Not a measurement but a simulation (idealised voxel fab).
process module | voxel capacitor over wiring
cross-section cut | 255 nm wide | cells 5 nm
A cross-section is a grid of square cells, given in bands from the top down. A band is one or more rows of cells.
Each band's line starts with the height of the band's top and of its bottom, in nm. Then come its materials from left to right, each with its width in nm. One material with "throughout" fills the band from edge to edge. "air" is empty space.
Height 0 is the level under which the wafer as received is all one material. The lowest band goes on downwards, as in "0 down".
A width such as "30 to 40" changes by the same amount from each row of cells to the next, from the band's top row to its bottom row.
"no change" after a step means that no cell of the cross-section changed.
closed voids: empty space of 8 cells or more with no open way to the top, each as width x height at its distance from the left edge, in nm
after a step's settings: what the simulator itself notes on the step
overlay nm, on a step with a mask: how far to the right of its planned place the mask lay; to the left if negative
plan
1 op RECEIVE | material Si
2 op CONFORMAL_DEP | material SiO2 | thk nm 15
3 op DIRECTIONAL_DEP | material TiN | thk nm 5
4 op DIRECTIONAL_DEP | material W | thk nm 15
5 op MASKED_ETCH | tone cover | mask id METAL_1 | width nm 25 | pitch nm 85 | etch materials W | depth nm 15 | overlay nm 0
6 op MASKED_ETCH | tone cover | mask id METAL_1 | width nm 25 | pitch nm 85 | etch materials TiN | depth nm 5 | overlay nm 0
7 op CONFORMAL_DEP | material SiCN | thk nm 5
8 op FILL_DEP | material lowk | thk nm 10
9 op CMP | height nm 35
10 op CONFORMAL_DEP | material SiCN | thk nm 5
11 op DIRECTIONAL_DEP | material lowk | thk nm 10
12 op DIRECTIONAL_DEP | material aC | thk nm 15
13 op PATTERN | tone open | mask id PLUG_1 | material resist | width nm 15 | thk nm 30 | overlay nm 0
14 op DIRECTIONAL_ETCH | etch materials aC | depth nm 15
15 op STRIP | etch materials resist
16 op DIRECTIONAL_ETCH | etch materials lowk | depth nm 10
17 op DIRECTIONAL_ETCH | etch materials SiCN | depth nm 5
18 op STRIP | etch materials aC
19 op CONFORMAL_DEP | material TiN | thk nm 5
20 op FILL_DEP | material Cu | thk nm 5
21 op CMP | height nm 50
22 op DIRECTIONAL_DEP | material TiN | thk nm 5
23 op DIRECTIONAL_DEP | material HfO2 | thk nm 5
24 op DIRECTIONAL_DEP | material TiN | thk nm 10
25 op DIRECTIONAL_DEP | material aC | thk nm 15
26 op PATTERN | tone cover | mask id UPPER_PLATE | material resist | width nm 65 | thk nm 35 | overlay nm 0
27 op DIRECTIONAL_ETCH | etch materials aC | depth nm 15
28 op STRIP | etch materials resist
29 op DIRECTIONAL_ETCH | etch materials TiN | depth nm 10
30 op DIRECTIONAL_ETCH | etch materials HfO2 | depth nm 5
31 op STRIP | etch materials aC
32 op DIRECTIONAL_DEP | material aC | thk nm 15
33 op PATTERN | tone cover | mask id LOWER_PLATE | material resist | width nm 75 | thk nm 30 | overlay nm 0
34 op DIRECTIONAL_ETCH | etch materials aC | depth nm 15
35 op STRIP | etch materials resist
36 op DIRECTIONAL_ETCH | etch materials TiN | depth nm 5
37 op STRIP | etch materials aC
38 op FILL_DEP | material SiO2 | thk nm 20
39 op CMP | height nm 85
40 op PATTERN | tone open | mask id PLUG_2 | material resist | width nm 15 | thk nm 15 | overlay nm 0
41 op DIRECTIONAL_ETCH | etch materials SiO2 | depth nm 15
42 op STRIP | etch materials resist
43 op CONFORMAL_DEP | material TiN | thk nm 5
44 op FILL_DEP | material Cu | thk nm 5
45 op CMP | height nm 85
46 op CONFORMAL_DEP | material SiCN | thk nm 5
as received, after step 1
  0 down: Si throughout
  closed voids: none
a wafer at the end: this start, this plan, one mistake
  90 to 85: SiCN throughout
  85 to 75: SiO2 90 | TiN 5 | Cu 5 | TiN 5 | SiO2 150
  75 to 70: SiO2 90 | TiN 15 | SiO2 150
  70 to 65: SiO2 throughout
  65 to 60: SiO2 80 | TiN 65 | SiO2 110
  60 to 55: SiO2 80 | HfO2 65 | SiO2 110
  55 to 50: TiN 75 | SiO2 5 | TiN 65 | SiO2 5 | TiN 105
  50 to 40: lowk 80 | TiN 5 | Cu 5 | TiN 5 | lowk 160
  40 to 35: SiCN 80 | TiN 15 | SiCN 160
  35 to 20: lowk 65 | SiCN 5 | W 25 | SiCN 5 | lowk 50 | SiCN 5 | W 25 | SiCN 5 | lowk 70
  20 to 15: SiCN 70 | TiN 25 | SiCN 60 | TiN 25 | SiCN 75
  15 to 0: SiO2 throughout
  0 down: Si throughout
  closed voids: none
what went wrong: step 33 ran as: op PATTERN | tone open | mask id LOWER_PLATE | material resist | width nm 75 | thk nm 30 | overlay nm 0
